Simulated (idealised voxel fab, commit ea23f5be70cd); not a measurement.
process module | voxel gate over fins
cross-section cut | 150 nm wide | cells 5 nm
A cross-section is a grid of square cells, given in bands from the top down. A band is one or more rows of cells.
Each band's line starts with the height of the band's top and of its bottom, in nm. Then come its materials from left to right, each with its width in nm. One material with "throughout" fills the band from edge to edge. "air" is empty space.
Height 0 is the level under which the wafer as received is all one material. The lowest band goes on downwards, as in "0 down".
A width such as "30 to 40" changes by the same amount from each row of cells to the next, from the band's top row to its bottom row.
"no change" after a step means that no cell of the cross-section changed.
closed voids: empty space of 8 cells or more with no open way to the top, each as width x height at its distance from the left edge, in nm
after a step's settings: what the simulator itself notes on the step
overlay nm, on a step with a mask: how far to the right of its planned place the mask lay; to the left if negative
plan
1 op RECEIVE | material Si
2 op CONFORMAL_DEP | material SiN | thk nm 5
3 op DIRECTIONAL_DEP | material aC | thk nm 10
4 op PATTERN | tone cover | mask id FINS | material resist | width nm 15 | pitch nm 40 | thk nm 25 | overlay nm 0
5 op DIRECTIONAL_ETCH | etch materials aC | depth nm 10
6 op STRIP | etch materials resist
7 op DIRECTIONAL_ETCH | etch materials SiN | depth nm 5
8 op DIRECTIONAL_ETCH | etch materials Si | depth nm 30
9 op STRIP | etch materials aC
10 op FILL_DEP | material SiO2 | thk nm 10
11 op CMP | height nm 5
12 op SELECTIVE_ETCH | etch materials SiO2 | depth nm 15
13 op STRIP | etch materials SiN
14 op CONFORMAL_DEP | material HfO2 | thk nm 5
15 op CONFORMAL_DEP | material TiN | thk nm 5
16 op FILL_DEP | material W | thk nm 10
17 op CMP | height nm 15
18 op CONFORMAL_DEP | material SiN | thk nm 5
as received, after step 1
  0 down: Si throughout
  closed voids: none
a wafer at the end: this start, this plan, one mistake
  20 to 15: SiN throughout
  15 to 10: W throughout
  10 to 5: W 35 | TiN 80 | W 35
  5 to 0: W 35 | TiN 5 | HfO2 30 | TiN 10 | HfO2 30 | TiN 5 | W 35
  0 to -5: TiN 40 | HfO2 5 | Si 20 | HfO2 5 | TiN 10 | HfO2 5 | Si 20 | HfO2 5 | TiN 40
  -5 to -10: HfO2 45 | Si 20 | HfO2 20 | Si 20 | HfO2 45
  -10 to -30: SiO2 45 | Si 20 | SiO2 20 | Si 20 | SiO2 45
  -30 down: Si throughout
  closed voids: none
what went wrong: step 4 ran as: op PATTERN | tone cover | mask id FINS | material resist | width nm 20 | pitch nm 40 | thk nm 25 | overlay nm 0
